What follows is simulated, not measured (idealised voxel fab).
process module | voxel self aligned vias
cross-section cut | 235 nm wide | cells 5 nm
A cross-section is a grid of square cells, given in bands from the top down. A band is one or more rows of cells.
Each band's line starts with the height of the band's top and of its bottom, in nm. Then come its materials from left to right, each with its width in nm. One material with "throughout" fills the band from edge to edge. "air" is empty space.
Height 0 is the level under which the wafer as received is all one material. The lowest band goes on downwards, as in "0 down".
A width such as "30 to 40" changes by the same amount from each row of cells to the next, from the band's top row to its bottom row.
"no change" after a step means that no cell of the cross-section changed.
closed voids: empty space of 8 cells or more with no open way to the top, each as width x height at its distance from the left edge, in nm
after a step's settings: what the simulator itself notes on the step
overlay nm, on a step with a mask: how far to the right of its planned place the mask lay; to the left if negative
plan
1 op RECEIVE | material Si
2 op CONFORMAL_DEP | material SiO2 | thk nm 10
3 op CONFORMAL_DEP | material SiCN | thk nm 5
4 op DIRECTIONAL_DEP | material SiO2 | thk nm 20
5 op PATTERN | tone open | mask id LINES | material resist | width nm 30 | pitch nm 70 | thk nm 20 | overlay nm 0
6 op DIRECTIONAL_ETCH | etch materials SiO2 | depth nm 20
7 op STRIP | etch materials resist
8 op CONFORMAL_DEP | material TiN | thk nm 5
9 op FILL_DEP | material Ru | thk nm 5
10 op CMP | height nm 35
11 op SELECTIVE_ETCH | etch materials W Ru TiN | depth nm 10
12 op FILL_DEP | material SiN | thk nm 5
13 op CMP | height nm 35
14 op DIRECTIONAL_DEP | material SiO2 | thk nm 15
15 op DIRECTIONAL_DEP | material aC | thk nm 15
16 op PATTERN | tone open | mask id VIAS | material resist | width nm 50 | pitch nm 70 | thk nm 35 | overlay nm 0
17 op DIRECTIONAL_ETCH | etch materials aC | depth nm 15
18 op STRIP | etch materials resist
19 op DIRECTIONAL_ETCH | etch materials SiO2 | depth nm 15
20 op DIRECTIONAL_ETCH | etch materials SiN | depth nm 10
21 op STRIP | etch materials aC
22 op CONFORMAL_DEP | material TiN | thk nm 5
23 op FILL_DEP | material W | thk nm 5
24 op CMP | height nm 50
25 op CONFORMAL_DEP | material SiCN | thk nm 5
as received, after step 1
  0 down: Si throughout
  closed voids: none
first wafer at the end, as planned
  55 to 50: SiCN throughout
  50 to 40: SiO2 20 | TiN 5 | W 40 | TiN 5 | SiO2 20 | TiN 5 | W 40 | TiN 5 | SiO2 20 | TiN 5 | W 40 | TiN 5 | SiO2 25
  40 to 30: SiO2 20 to 30 | TiN 15 to 5 | W 20 | TiN 15 to 5 | SiO2 20 to 40 | TiN 15 to 5 | W 20 | TiN 15 to 5 | SiO2 20 to 40 | TiN 15 to 5 | W 20 | TiN 15 to 5 | SiO2 25 to 35
  30 to 25: SiO2 30 | TiN 30 | SiO2 40 | TiN 30 | SiO2 40 | TiN 30 | SiO2 35
  25 to 20: SiO2 30 | TiN 5 | Ru 20 | TiN 5 | SiO2 40 | TiN 5 | Ru 20 | TiN 5 | SiO2 40 | TiN 5 | Ru 20 | TiN 5 | SiO2 35
  20 to 15: SiO2 30 | TiN 30 | SiO2 40 | TiN 30 | SiO2 40 | TiN 30 | SiO2 35
  15 to 10: SiCN throughout
  10 to 0: SiO2 throughout
  0 down: Si throughout
  closed voids: none
second wafer at the end: like start, like plan, one mistake
  55 to 50: SiCN throughout
  50 to 30: SiO2 20 | TiN 5 | W 40 | TiN 5 | SiO2 20 | TiN 5 | W 40 | TiN 5 | SiO2 20 | TiN 5 | W 40 | TiN 5 | SiO2 25
  30 to 25: SiO2 20 | TiN 50 | SiO2 20 | TiN 50 | SiO2 20 | TiN 50 | SiO2 25
  25 to 20: SiO2 20 | TiN 15 | Ru 20 | TiN 15 | SiO2 20 | TiN 15 | Ru 20 | TiN 15 | SiO2 20 | TiN 15 | Ru 20 | TiN 15 | SiO2 25
  20 to 15: SiO2 30 | TiN 30 | SiO2 40 | TiN 30 | SiO2 40 | TiN 30 | SiO2 35
  15 to 10: SiCN throughout
  10 to 0: SiO2 throughout
  0 down: Si throughout
  closed voids: none
what went wrong: step 19 was run twice
at the end the second wafer has, in cells: 36 fewer of SiO2 | 12 more of TiN | 24 more of W
